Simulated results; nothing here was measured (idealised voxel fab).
The document below concerns the process module designated voxel gate over fins.
Pictured: cross-section cut, 250 nm wide, on a grid of 5 nm square cells.
Cross-section format: a grid of square cells, given as bands from top to bottom; each band is one or more rows of cells.
The band entry comprises the height of the band's top followed by the height of its bottom, expressed in nm, and subsequently the band's materials from left to right, each stated together with its width in nm. Where a single material is marked with the word "throughout", that material fills the band from edge to edge. The word "blank" represents empty space.
Beneath 0, the wafer as received is one material, and that level is where height counting begins. The lowest band goes on downward without a bottom; it is written like "0 -> down".
A width such as "30->40" changes by the same amount from each row of cells to the next, from the band's top row to its bottom row.
For the purposes of this document, the phrase "no change" attached to a step denotes that no cell within the cross-section was modified by that step.
"Voids lacking openings" - sealed voids, min. 8 cells, no opening to top; format: width x height at distance (distance from left edge; nm throughout).
On a step's line, text after the settings is the simulator commenting on that step.
Steps that use a mask can have "overlay nm" on their line. It says how far the mask sat to the right of where it was meant to be. Negative means to the left.
### Planned step list for the process
1: RECEIVE | material Si
2: CONFORMAL_DEP | material SiN | thk nm 5
3: PATTERN | tone cover | mask id FINS | material resist | width nm 15 | pitch nm 50 | thk nm 20 | overlay nm 0
4: DIRECTIONAL_ETCH | etch materials SiN | depth nm 5
5: DIRECTIONAL_ETCH | etch materials Si | depth nm 35
6: STRIP | etch materials resist
7: OXIDIZE | depth nm 5
8: FILL_DEP | material SiO2 | thk nm 15
9: CMP | height nm 5
10: PATTERN | tone open | mask id RAIL | material resist | width nm 15 | thk nm 20 | overlay nm 0
11: DIRECTIONAL_ETCH | etch materials SiO2 | depth nm 35
12: STRIP | etch materials resist
13: CONFORMAL_DEP | material TiN | thk nm 5
14: FILL_DEP | material W | thk nm 5
15: CMP | height nm 5
16: SELECTIVE_ETCH | etch materials W Ru TiN | depth nm 25
17: FILL_DEP | material SiO2 | thk nm 5
18: CMP | height nm 5
19: SELECTIVE_ETCH | etch materials SiO2 | depth nm 20
20: STRIP | etch materials SiN
21: CONFORMAL_DEP | material HfO2 | thk nm 5
22: CONFORMAL_DEP | material TiN | thk nm 5
23: FILL_DEP | material W | thk nm 10
24: CMP | height nm 15
25: CONFORMAL_DEP | material SiN | thk nm 5
### On the first of the two wafers: run conducted according to plan
### Cross-section of the incoming wafer, state after step 1
  0 -> down  Si throughout
  Voids lacking openings: none
### Sectional view: wafer, after step 2
  5 -> 0  SiN throughout
  At heights below 0, the structure remains unaltered.
### Sectional view: wafer, after step 3
  25 -> 5  blank: 65; resist: 15; blank: 35; resist: 15; blank: 35; resist: 15; blank: 70
  At heights below 5, the structure remains unaltered.
### Sectional view: wafer, after step 4
  25 -> 5  blank: 65; resist: 15; blank: 35; resist: 15; blank: 35; resist: 15; blank: 70
  5 -> 0  blank: 65; SiN: 15; blank: 35; SiN: 15; blank: 35; SiN: 15; blank: 70
  At heights below 0, the structure remains unaltered.
### Sectional view: wafer, after step 5
  25 -> 5  blank: 65; resist: 15; blank: 35; resist: 15; blank: 35; resist: 15; blank: 70
  5 -> 0  blank: 65; SiN: 15; blank: 35; SiN: 15; blank: 35; SiN: 15; blank: 70
  0 -> -35  blank: 65; Si: 15; blank: 35; Si: 15; blank: 35; Si: 15; blank: 70
  At heights below -35, the structure remains unaltered.
### Sectional view: wafer, after step 6
  5 -> 0  blank: 65; SiN: 15; blank: 35; SiN: 15; blank: 35; SiN: 15; blank: 70
  At heights below 0, the structure remains unaltered.
### Sectional view: wafer, after step 7
  5 -> 0  blank: 65; SiN: 15; blank: 35; SiN: 15; blank: 35; SiN: 15; blank: 70
  0 -> -35  blank: 65; SiO2: 5; Si: 5; SiO2: 5; blank: 35; SiO2: 5; Si: 5; SiO2: 5; blank: 35; SiO2: 5; Si: 5; SiO2: 5; blank: 70
  -35 -> -40  SiO2: 70; Si: 5; SiO2: 45; Si: 5; SiO2: 45; Si: 5; SiO2: 75
  At heights below -40, the structure remains unaltered.
### Sectional view: wafer, after step 8
  20 -> 5  SiO2 throughout
  5 -> 0  SiO2: 65; SiN: 15; SiO2: 35; SiN: 15; SiO2: 35; SiN: 15; SiO2: 70
  0 -> -40  SiO2: 70; Si: 5; SiO2: 45; Si: 5; SiO2: 45; Si: 5; SiO2: 75
  At heights below -40, the structure remains unaltered.
### Sectional view: wafer, after step 9
  5 -> 0  SiO2: 65; SiN: 15; SiO2: 35; SiN: 15; SiO2: 35; SiN: 15; SiO2: 70
  At heights below 0, the structure remains unaltered.
### Sectional view: wafer, after step 10
  25 -> 5  resist: 90; blank: 15; resist: 145
  At heights below 5, the structure remains unaltered.
### Sectional view: wafer, after step 11
  25 -> 5  resist: 90; blank: 15; resist: 145
  5 -> 0  SiO2: 65; SiN: 15; SiO2: 10; blank: 15; SiO2: 10; SiN: 15; SiO2: 35; SiN: 15; SiO2: 70
  0 -> -30  SiO2: 70; Si: 5; SiO2: 15; blank: 15; SiO2: 15; Si: 5; SiO2: 45; Si: 5; SiO2: 75
  At heights below -30, the structure remains unaltered.
### Sectional view: wafer, after step 12
  5 -> 0  SiO2: 65; SiN: 15; SiO2: 10; blank: 15; SiO2: 10; SiN: 15; SiO2: 35; SiN: 15; SiO2: 70
  At heights below 0, the structure remains unaltered.
### Sectional view: wafer, after step 13
  10 -> 5  TiN: 95; blank: 5; TiN: 150
  5 -> 0  SiO2: 65; SiN: 15; SiO2: 10; TiN: 5; blank: 5; TiN: 5; SiO2: 10; SiN: 15; SiO2: 35; SiN: 15; SiO2: 70
  0 -> -25  SiO2: 70; Si: 5; SiO2: 15; TiN: 5; blank: 5; TiN: 5; SiO2: 15; Si: 5; SiO2: 45; Si: 5; SiO2: 75
  -25 -> -30  SiO2: 70; Si: 5; SiO2: 15; TiN: 15; SiO2: 15; Si: 5; SiO2: 45; Si: 5; SiO2: 75
  At heights below -30, the structure remains unaltered.
### Sectional view: wafer, after step 14
  15 -> 10  W throughout
  10 -> 5  TiN: 95; W: 5; TiN: 150
  5 -> 0  SiO2: 65; SiN: 15; SiO2: 10; TiN: 5; W: 5; TiN: 5; SiO2: 10; SiN: 15; SiO2: 35; SiN: 15; SiO2: 70
  0 -> -25  SiO2: 70; Si: 5; SiO2: 15; TiN: 5; W: 5; TiN: 5; SiO2: 15; Si: 5; SiO2: 45; Si: 5; SiO2: 75
  At heights below -25, the structure remains unaltered.
### Sectional view: wafer, after step 15
  5 -> 0  SiO2: 65; SiN: 15; SiO2: 10; TiN: 5; W: 5; TiN: 5; SiO2: 10; SiN: 15; SiO2: 35; SiN: 15; SiO2: 70
  At heights below 0, the structure remains unaltered.
### Sectional view: wafer, after step 16
  5 -> 0  SiO2: 65; SiN: 15; SiO2: 10; blank: 15; SiO2: 10; SiN: 15; SiO2: 35; SiN: 15; SiO2: 70
  0 -> -20  SiO2: 70; Si: 5; SiO2: 15; blank: 15; SiO2: 15; Si: 5; SiO2: 45; Si: 5; SiO2: 75
  At heights below -20, the structure remains unaltered.
### Sectional view: wafer, after step 17
  10 -> 5  SiO2 throughout
  5 -> 0  SiO2: 65; SiN: 15; SiO2: 35; SiN: 15; SiO2: 35; SiN: 15; SiO2: 70
  0 -> -20  SiO2: 70; Si: 5; SiO2: 45; Si: 5; SiO2: 45; Si: 5; SiO2: 75
  At heights below -20, the structure remains unaltered.
### Sectional view: wafer, after step 18
  5 -> 0  SiO2: 65; SiN: 15; SiO2: 35; SiN: 15; SiO2: 35; SiN: 15; SiO2: 70
  At heights below 0, the structure remains unaltered.
### Sectional view: wafer, after step 19
  5 -> 0  blank: 65; SiN: 15; blank: 35; SiN: 15; blank: 35; SiN: 15; blank: 70
  0 -> -15  blank: 70; Si: 5; blank: 45; Si: 5; blank: 45; Si: 5; blank: 75
  At heights below -15, the structure remains unaltered.
### Sectional view: wafer, after step 20
  0 -> -15  blank: 70; Si: 5; blank: 45; Si: 5; blank: 45; Si: 5; blank: 75
  At heights below -15, the structure remains unaltered.
### Sectional view: wafer, after step 21
  5 -> 0  blank: 65; HfO2: 15; blank: 35; HfO2: 15; blank: 35; HfO2: 15; blank: 70
  0 -> -10  blank: 65; HfO2: 5; Si: 5; HfO2: 5; blank: 35; HfO2: 5; Si: 5; HfO2: 5; blank: 35; HfO2: 5; Si: 5; HfO2: 5; blank: 70
  -10 -> -15  HfO2: 70; Si: 5; HfO2: 45; Si: 5; HfO2: 45; Si: 5; HfO2: 75
  At heights below -15, the structure remains unaltered.
### Sectional view: wafer, after step 22
  10 -> 5  blank: 60; TiN: 25; blank: 25; TiN: 25; blank: 25; TiN: 25; blank: 65
  5 -> 0  blank: 60; TiN: 5; HfO2: 15; TiN: 5; blank: 25; TiN: 5; HfO2: 15; TiN: 5; blank: 25; TiN: 5; HfO2: 15; TiN: 5; blank: 65
  0 -> -5  blank: 60; TiN: 5; HfO2: 5; Si: 5; HfO2: 5; TiN: 5; blank: 25; TiN: 5; HfO2: 5; Si: 5; HfO2: 5; TiN: 5; blank: 25; TiN: 5; HfO2: 5; Si: 5; HfO2: 5; TiN: 5; blank: 65
  -5 -> -10  TiN: 65; HfO2: 5; Si: 5; HfO2: 5; TiN: 35; HfO2: 5; Si: 5; HfO2: 5; TiN: 35; HfO2: 5; Si: 5; HfO2: 5; TiN: 70
  At heights below -10, the structure remains unaltered.
### Sectional view: wafer, after step 23
  20 -> 10  W throughout
  10 -> 5  W: 60; TiN: 25; W: 25; TiN: 25; W: 25; TiN: 25; W: 65
  5 -> 0  W: 60; TiN: 5; HfO2: 15; TiN: 5; W: 25; TiN: 5; HfO2: 15; TiN: 5; W: 25; TiN: 5; HfO2: 15; TiN: 5; W: 65
  0 -> -5  W: 60; TiN: 5; HfO2: 5; Si: 5; HfO2: 5; TiN: 5; W: 25; TiN: 5; HfO2: 5; Si: 5; HfO2: 5; TiN: 5; W: 25; TiN: 5; HfO2: 5; Si: 5; HfO2: 5; TiN: 5; W: 65
  At heights below -5, the structure remains unaltered.
### Sectional view: wafer, after step 24
  15 -> 10  W throughout
  At heights below 10, the structure remains unaltered.
### Sectional view: wafer, after step 25
  20 -> 15  SiN throughout
  At heights below 15, the structure remains unaltered.
### The Second Wafer: Common Origin and Plan, One Mistake in Execution, Identical to the First Through Step 4
### Second wafer, section view, time point: scheduled end of step 5
  25 -> 5  blank: 65; resist: 15; blank: 35; resist: 15; blank: 35; resist: 15; blank: 70
  5 -> 0  blank: 65; SiN: 15; blank: 35; SiN: 15; blank: 35; SiN: 15; blank: 70
  0 -> -70  blank: 65; Si: 15; blank: 35; Si: 15; blank: 35; Si: 15; blank: 70
  At heights below -70, the structure remains unaltered.
### Second wafer, section view, time point: scheduled end of step 6
  5 -> 0  blank: 65; SiN: 15; blank: 35; SiN: 15; blank: 35; SiN: 15; blank: 70
  At heights below 0, the structure remains unaltered.
### Second wafer, section view, time point: scheduled end of step 7
  5 -> 0  blank: 65; SiN: 15; blank: 35; SiN: 15; blank: 35; SiN: 15; blank: 70
  0 -> -70  blank: 65; SiO2: 5; Si: 5; SiO2: 5; blank: 35; SiO2: 5; Si: 5; SiO2: 5; blank: 35; SiO2: 5; Si: 5; SiO2: 5; blank: 70
  -70 -> -75  SiO2: 70; Si: 5; SiO2: 45; Si: 5; SiO2: 45; Si: 5; SiO2: 75
  At heights below -75, the structure remains unaltered.
### Second wafer, section view, time point: scheduled end of step 8
  20 -> 5  SiO2 throughout
  5 -> 0  SiO2: 65; SiN: 15; SiO2: 35; SiN: 15; SiO2: 35; SiN: 15; SiO2: 70
  0 -> -75  SiO2: 70; Si: 5; SiO2: 45; Si: 5; SiO2: 45; Si: 5; SiO2: 75
  At heights below -75, the structure remains unaltered.
### Second wafer, section view, time point: scheduled end of step 9
  5 -> 0  SiO2: 65; SiN: 15; SiO2: 35; SiN: 15; SiO2: 35; SiN: 15; SiO2: 70
  At heights below 0, the structure remains unaltered.
### Second wafer, section view, time point: scheduled end of step 10
  25 -> 5  resist: 90; blank: 15; resist: 145
  At heights below 5, the structure remains unaltered.
### Second wafer, section view, time point: scheduled end of step 11
  25 -> 5  resist: 90; blank: 15; resist: 145
  5 -> 0  SiO2: 65; SiN: 15; SiO2: 10; blank: 15; SiO2: 10; SiN: 15; SiO2: 35; SiN: 15; SiO2: 70
  0 -> -30  SiO2: 70; Si: 5; SiO2: 15; blank: 15; SiO2: 15; Si: 5; SiO2: 45; Si: 5; SiO2: 75
  At heights below -30, the structure remains unaltered.
### Second wafer, section view, time point: scheduled end of step 12
  5 -> 0  SiO2: 65; SiN: 15; SiO2: 10; blank: 15; SiO2: 10; SiN: 15; SiO2: 35; SiN: 15; SiO2: 70
  At heights below 0, the structure remains unaltered.
### Second wafer, section view, time point: scheduled end of step 13
  10 -> 5  TiN: 95; blank: 5; TiN: 150
  5 -> 0  SiO2: 65; SiN: 15; SiO2: 10; TiN: 5; blank: 5; TiN: 5; SiO2: 10; SiN: 15; SiO2: 35; SiN: 15; SiO2: 70
  0 -> -25  SiO2: 70; Si: 5; SiO2: 15; TiN: 5; blank: 5; TiN: 5; SiO2: 15; Si: 5; SiO2: 45; Si: 5; SiO2: 75
  -25 -> -30  SiO2: 70; Si: 5; SiO2: 15; TiN: 15; SiO2: 15; Si: 5; SiO2: 45; Si: 5; SiO2: 75
  At heights below -30, the structure remains unaltered.
### Second wafer, section view, time point: scheduled end of step 14
  15 -> 10  W throughout
  10 -> 5  TiN: 95; W: 5; TiN: 150
  5 -> 0  SiO2: 65; SiN: 15; SiO2: 10; TiN: 5; W: 5; TiN: 5; SiO2: 10; SiN: 15; SiO2: 35; SiN: 15; SiO2: 70
  0 -> -25  SiO2: 70; Si: 5; SiO2: 15; TiN: 5; W: 5; TiN: 5; SiO2: 15; Si: 5; SiO2: 45; Si: 5; SiO2: 75
  At heights below -25, the structure remains unaltered.
### Second wafer, section view, time point: scheduled end of step 15
  5 -> 0  SiO2: 65; SiN: 15; SiO2: 10; TiN: 5; W: 5; TiN: 5; SiO2: 10; SiN: 15; SiO2: 35; SiN: 15; SiO2: 70
  At heights below 0, the structure remains unaltered.
### Second wafer, section view, time point: scheduled end of step 16
  5 -> 0  SiO2: 65; SiN: 15; SiO2: 10; blank: 15; SiO2: 10; SiN: 15; SiO2: 35; SiN: 15; SiO2: 70
  0 -> -20  SiO2: 70; Si: 5; SiO2: 15; blank: 15; SiO2: 15; Si: 5; SiO2: 45; Si: 5; SiO2: 75
  At heights below -20, the structure remains unaltered.
### Second wafer, section view, time point: scheduled end of step 17
  10 -> 5  SiO2 throughout
  5 -> 0  SiO2: 65; SiN: 15; SiO2: 35; SiN: 15; SiO2: 35; SiN: 15; SiO2: 70
  0 -> -20  SiO2: 70; Si: 5; SiO2: 45; Si: 5; SiO2: 45; Si: 5; SiO2: 75
  At heights below -20, the structure remains unaltered.
### Second wafer, section view, time point: scheduled end of step 18
  5 -> 0  SiO2: 65; SiN: 15; SiO2: 35; SiN: 15; SiO2: 35; SiN: 15; SiO2: 70
  At heights below 0, the structure remains unaltered.
### Second wafer, section view, time point: scheduled end of step 19
  5 -> 0  blank: 65; SiN: 15; blank: 35; SiN: 15; blank: 35; SiN: 15; blank: 70
  0 -> -15  blank: 70; Si: 5; blank: 45; Si: 5; blank: 45; Si: 5; blank: 75
  At heights below -15, the structure remains unaltered.
### Second wafer, section view, time point: scheduled end of step 20
  0 -> -15  blank: 70; Si: 5; blank: 45; Si: 5; blank: 45; Si: 5; blank: 75
  At heights below -15, the structure remains unaltered.
### Second wafer, section view, time point: scheduled end of step 21
  5 -> 0  blank: 65; HfO2: 15; blank: 35; HfO2: 15; blank: 35; HfO2: 15; blank: 70
  0 -> -10  blank: 65; HfO2: 5; Si: 5; HfO2: 5; blank: 35; HfO2: 5; Si: 5; HfO2: 5; blank: 35; HfO2: 5; Si: 5; HfO2: 5; blank: 70
  -10 -> -15  HfO2: 70; Si: 5; HfO2: 45; Si: 5; HfO2: 45; Si: 5; HfO2: 75
  At heights below -15, the structure remains unaltered.
### Second wafer, section view, time point: scheduled end of step 22
  10 -> 5  blank: 60; TiN: 25; blank: 25; TiN: 25; blank: 25; TiN: 25; blank: 65
  5 -> 0  blank: 60; TiN: 5; HfO2: 15; TiN: 5; blank: 25; TiN: 5; HfO2: 15; TiN: 5; blank: 25; TiN: 5; HfO2: 15; TiN: 5; blank: 65
  0 -> -5  blank: 60; TiN: 5; HfO2: 5; Si: 5; HfO2: 5; TiN: 5; blank: 25; TiN: 5; HfO2: 5; Si: 5; HfO2: 5; TiN: 5; blank: 25; TiN: 5; HfO2: 5; Si: 5; HfO2: 5; TiN: 5; blank: 65
  -5 -> -10  TiN: 65; HfO2: 5; Si: 5; HfO2: 5; TiN: 35; HfO2: 5; Si: 5; HfO2: 5; TiN: 35; HfO2: 5; Si: 5; HfO2: 5; TiN: 70
  At heights below -10, the structure remains unaltered.
### Second wafer, section view, time point: scheduled end of step 23
  20 -> 10  W throughout
  10 -> 5  W: 60; TiN: 25; W: 25; TiN: 25; W: 25; TiN: 25; W: 65
  5 -> 0  W: 60; TiN: 5; HfO2: 15; TiN: 5; W: 25; TiN: 5; HfO2: 15; TiN: 5; W: 25; TiN: 5; HfO2: 15; TiN: 5; W: 65
  0 -> -5  W: 60; TiN: 5; HfO2: 5; Si: 5; HfO2: 5; TiN: 5; W: 25; TiN: 5; HfO2: 5; Si: 5; HfO2: 5; TiN: 5; W: 25; TiN: 5; HfO2: 5; Si: 5; HfO2: 5; TiN: 5; W: 65
  At heights below -5, the structure remains unaltered.
### Second wafer, section view, time point: scheduled end of step 24
  15 -> 10  W throughout
  At heights below 10, the structure remains unaltered.
### Second wafer, section view, time point: scheduled end of step 25
  20 -> 15  SiN throughout
  At heights below 15, the structure remains unaltered.
Want to know what went wrong? it should be noted that step 5 of the plan was executed twice
Counted in cells at the end, the second wafer holds more or fewer of these materials than the first: 329 fewer of Si, 329 more of SiO2
